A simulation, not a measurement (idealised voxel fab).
This is a process module. Its name is voxel wiring stack.
The width of the displayed cross-section, cut, is 220 nm; its cells are square, with a size of 5 nm.
Format of a cross-section: grid, square cells. Given as bands. Order: top down. Band: one or more rows of cells. Within each band entry, the heights of the top and of the bottom of the band appear first, in that order and in nm; the materials of the band then follow from left to right, each with its corresponding width in nm. The designation "everywhere" on a single material indicates that it fills the band from edge to edge; the designation "air" indicates empty space. Height datum 0, below which the as-received substrate wafer is one material. Lowest band open at the bottom, running downward: "from 0 down". Width "30->40": first value at the band's top row of cells, second value at its bottom row, equal change from row to row. Any step labelled "nothing changed" changed none of the cells in the cross-section. "Unvented internal voids" means: voids of 8 cells or more that are shut off from the top with no open way through. Written width x height at distance, distance from the left edge, in nm. Whatever follows a step's settings on its line is a remark the simulator itself makes about that step. Steps that use a mask can have "overlay nm" on their line. It says how far the mask sat to the right of where it was meant to be. Negative means to the left.

# Process steps foreseen in the plan
step 1: RECEIVE [material Si]
step 2: CONFORMAL_DEP [material SiO2] [thk nm 10]
step 3: DIRECTIONAL_DEP [material TiN] [thk nm 5]
step 4: DIRECTIONAL_DEP [material Ru] [thk nm 20]
step 5: DIRECTIONAL_DEP [material aC] [thk nm 15]
step 6: PATTERN [tone cover] [mask id METAL_1] [material resist] [width nm 20] [pitch nm 45] [thk nm 35] [overlay nm 0]
step 7: DIRECTIONAL_ETCH [etch materials aC] [depth nm 15]
step 8: STRIP [etch materials resist]
step 9: DIRECTIONAL_ETCH [etch materials Ru] [depth nm 20]
step 10: DIRECTIONAL_ETCH [etch materials TiN] [depth nm 5]
step 11: STRIP [etch materials aC]
step 12: CONFORMAL_DEP [material SiCN] [thk nm 5]
step 13: FILL_DEP [material lowk] [thk nm 5]
step 14: CMP [height nm 35]
step 15: CONFORMAL_DEP [material SiCN] [thk nm 5]
step 16: DIRECTIONAL_DEP [material lowk] [thk nm 15]
step 17: DIRECTIONAL_DEP [material aC] [thk nm 10]
step 18: PATTERN [tone open] [mask id PLUG_1] [material resist] [width nm 15] [pitch nm 45] [thk nm 25] [overlay nm 0]
step 19: DIRECTIONAL_ETCH [etch materials aC] [depth nm 10]
step 20: STRIP [etch materials resist]
step 21: DIRECTIONAL_ETCH [etch materials lowk] [depth nm 15]
step 22: DIRECTIONAL_ETCH [etch materials SiCN] [depth nm 5]
step 23: STRIP [etch materials aC]
step 24: EPI [material Ru] [thk nm 10]
step 25: EPI [material Ru] [thk nm 10]
step 26: DIRECTIONAL_DEP [material TiN] [thk nm 5]
step 27: DIRECTIONAL_DEP [material W] [thk nm 25]
step 28: DIRECTIONAL_DEP [material aC] [thk nm 15]
step 29: PATTERN [tone cover] [mask id METAL_2] [material resist] [width nm 20] [pitch nm 45] [thk nm 30] [overlay nm 0]
step 30: DIRECTIONAL_ETCH [etch materials aC] [depth nm 15]
step 31: STRIP [etch materials resist]
step 32: DIRECTIONAL_ETCH [etch materials W] [depth nm 25]
step 33: DIRECTIONAL_ETCH [etch materials TiN] [depth nm 5]
step 34: STRIP [etch materials aC]
step 35: FILL_DEP [material lowk] [thk nm 10]
step 36: CMP [height nm 85]
step 37: CONFORMAL_DEP [material SiCN] [thk nm 5]
step 38: DIRECTIONAL_DEP [material lowk] [thk nm 30]
step 39: PATTERN [tone open] [mask id METAL_3] [material resist] [width nm 20] [pitch nm 45] [thk nm 20] [overlay nm 0]
step 40: DIRECTIONAL_ETCH [etch materials lowk] [depth nm 15]
step 41: STRIP [etch materials resist]
step 42: MASKED_ETCH [tone open] [mask id METAL_3_HOLES] [width nm 15] [pitch nm 45] [etch materials lowk] [depth nm 15] [overlay nm 0]
step 43: MASKED_ETCH [tone open] [mask id METAL_3_HOLES] [width nm 15] [pitch nm 45] [etch materials SiCN] [depth nm 5] [overlay nm 0]
step 44: CONFORMAL_DEP [material TiN] [thk nm 5]
step 45: FILL_DEP [material Cu] [thk nm 5]
step 46: CMP [height nm 120]
step 47: CONFORMAL_DEP [material SiN] [thk nm 5]

# Received-state cross-section, reflecting completion of step 1
	from 0 down = Si everywhere
	Unvented internal voids: none

# The first of two wafers, cross-sectioned at the end of the module, with the run proceeding as planned
	from 125 to 120 = SiN everywhere
	from 120 to 110 = lowk=75; TiN=5; Cu=10; TiN=5; lowk=25; TiN=5; Cu=10; TiN=5; lowk=80
	from 110 to 105 = lowk=75; TiN=5; Cu=5; TiN=10; lowk=25; TiN=5; Cu=5; TiN=10; lowk=80
	from 105 to 90 = lowk=75; TiN=5; Cu=5; TiN=5; lowk=30; TiN=5; Cu=5; TiN=5; lowk=85
	from 90 to 85 = SiCN=75; TiN=15; SiCN=30; TiN=15; SiCN=85
	from 85 to 60 = lowk=75; W=20; lowk=25; W=20; lowk=80
	from 60 to 55 = lowk=75; TiN=20; lowk=25; TiN=20; lowk=80
	from 55 to 40 = lowk=75; Ru=15; lowk=30; Ru=15; lowk=85
	from 40 to 35 = SiCN=75; Ru=15; SiCN=30; Ru=15; SiCN=85
	from 35 to 15 = lowk=70; SiCN=5; Ru=20; SiCN=5; lowk=15; SiCN=5; Ru=20; SiCN=5; lowk=75
	from 15 to 10 = SiCN=75; TiN=20; SiCN=25; TiN=20; SiCN=80
	from 10 to 0 = SiO2 everywhere
	from 0 down = Si everywhere
	Unvented internal voids: none

# second wafer at the end: like start, like plan, one mistake
	from 125 to 120 = SiN everywhere
	from 120 to 110 = lowk=75; TiN=5; Cu=10; TiN=5; lowk=25; TiN=5; Cu=10; TiN=5; lowk=80
	from 110 to 105 = lowk=75; TiN=5; Cu=5; TiN=10; lowk=25; TiN=5; Cu=5; TiN=10; lowk=80
	from 105 to 90 = lowk=75; TiN=5; Cu=5; TiN=5; lowk=30; TiN=5; Cu=5; TiN=5; lowk=85
	from 90 to 85 = SiCN=75; TiN=15; SiCN=30; TiN=15; SiCN=85
	from 85 to 70 = lowk=75; W=20; lowk=25; W=20; lowk=80
	from 70 to 65 = lowk=75; TiN=20; lowk=25; TiN=20; lowk=80
	from 65 to 55 = lowk=65; Ru=35; lowk=10; Ru=35; lowk=75
	from 55 to 40 = lowk=75; Ru=15; lowk=30; Ru=15; lowk=85
	from 40 to 35 = SiCN=75; Ru=15; SiCN=30; Ru=15; SiCN=85
	from 35 to 15 = lowk=70; SiCN=5; Ru=20; SiCN=5; lowk=15; SiCN=5; Ru=20; SiCN=5; lowk=75
	from 15 to 10 = SiCN=75; TiN=20; SiCN=25; TiN=20; SiCN=80
	from 10 to 0 = SiO2 everywhere
	from 0 down = Si everywhere
	Unvented internal voids: none
Run error: twice-run step: one of the identical 24 and 25, not identifiable
Wafer comparison, final, in cells, second relative to first, materials more or fewer: +28 Ru | -16 W | -12 lowk
